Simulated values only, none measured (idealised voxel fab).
This section sets out a process module, namely voxel double patterning.
The cross-section on display is named cut; it measures 215 nm wide, and its cells are 5 nm squares.
Bands, listed from the top down, are how a cross-section gets written in this document; the cross-section itself is a grid of square cells, and a band is one or more rows of them. Band: top height; bottom height; in nm. Then, left to right: material with width in nm, for each material. "all across": a single material spanning edge to edge. "air": empty space. Below 0: as-received wafer, all one material; heights counted from there. Lowest band: no bottom, goes on down, written "0..down". You'd read "30..40" like this: the band's top row of cells is as wide as the first number, its bottom row is as wide as the second, and going down, every row changes width by the same amount as the row before did. Basically "nothing altered" means that step didn't change any cell in the cross-section. Listed in "Completely enclosed voids": every empty space of 8 or more cells without an open way to the top. Form: width x height at distance, the distance being from the left edge, all in nm. That trailing text on a step's line, after the settings, is the simulator's own remark on the step. The line of a step may include "overlay nm". On a step with a mask, this value is how far to the right of its planned place the mask lay. A negative value means the mask lay to the left.
These are the steps we planned for the process:
1: RECEIVE: material Si
2: CONFORMAL_DEP: material SiO2, thk nm 10
3: DIRECTIONAL_DEP: material polySi, thk nm 10
4: DIRECTIONAL_DEP: material SiCN, thk nm 10
5: PATTERN: tone open, mask id FIRST, material resist, width nm 15, pitch nm 50, thk nm 15, overlay nm 0
6: DIRECTIONAL_ETCH: etch materials SiCN, depth nm 10
7: STRIP: etch materials resist
8: DIRECTIONAL_DEP: material aC, thk nm 10
9: PATTERN: tone open, mask id SECOND, material resist, width nm 15, pitch nm 50, thk nm 30, overlay nm 0
10: DIRECTIONAL_ETCH: etch materials aC, depth nm 10
11: STRIP: etch materials resist
12: DIRECTIONAL_ETCH: etch materials SiCN, depth nm 10
13: STRIP: etch materials aC
14: DIRECTIONAL_ETCH: etch materials polySi, depth nm 10
15: STRIP: etch materials SiCN
As-received wafer cross-section (after step 1):
  0..down | Si all across
  Completely enclosed voids: none
Cross-sectional image of the first of two wafers at the end of the module, the run having proceeded as planned:
  20..10 | polySi: 50  air: 15  polySi: 10  air: 15  polySi: 10  air: 15  polySi: 10  air: 15  polySi: 10  air: 15  polySi: 50
  10..0 | SiO2 all across
  0..down | Si all across
  Completely enclosed voids: none
Cross-section, wafer two of two, end of module: same start and plan as wafer one, one error in execution:
  20..10 | air: 75  polySi: 15  air: 35  polySi: 15  air: 75
  10..0 | SiO2 all across
  0..down | Si all across
  Completely enclosed voids: none
The mistake made against the process plan was this: step 9 deviated from plan and actually ran as PATTERN: tone cover, mask id SECOND, material resist, width nm 15, pitch nm 50, thk nm 30, overlay nm 0
Final cells, second wafer relative to first, materials higher or lower: 44 fewer of polySi
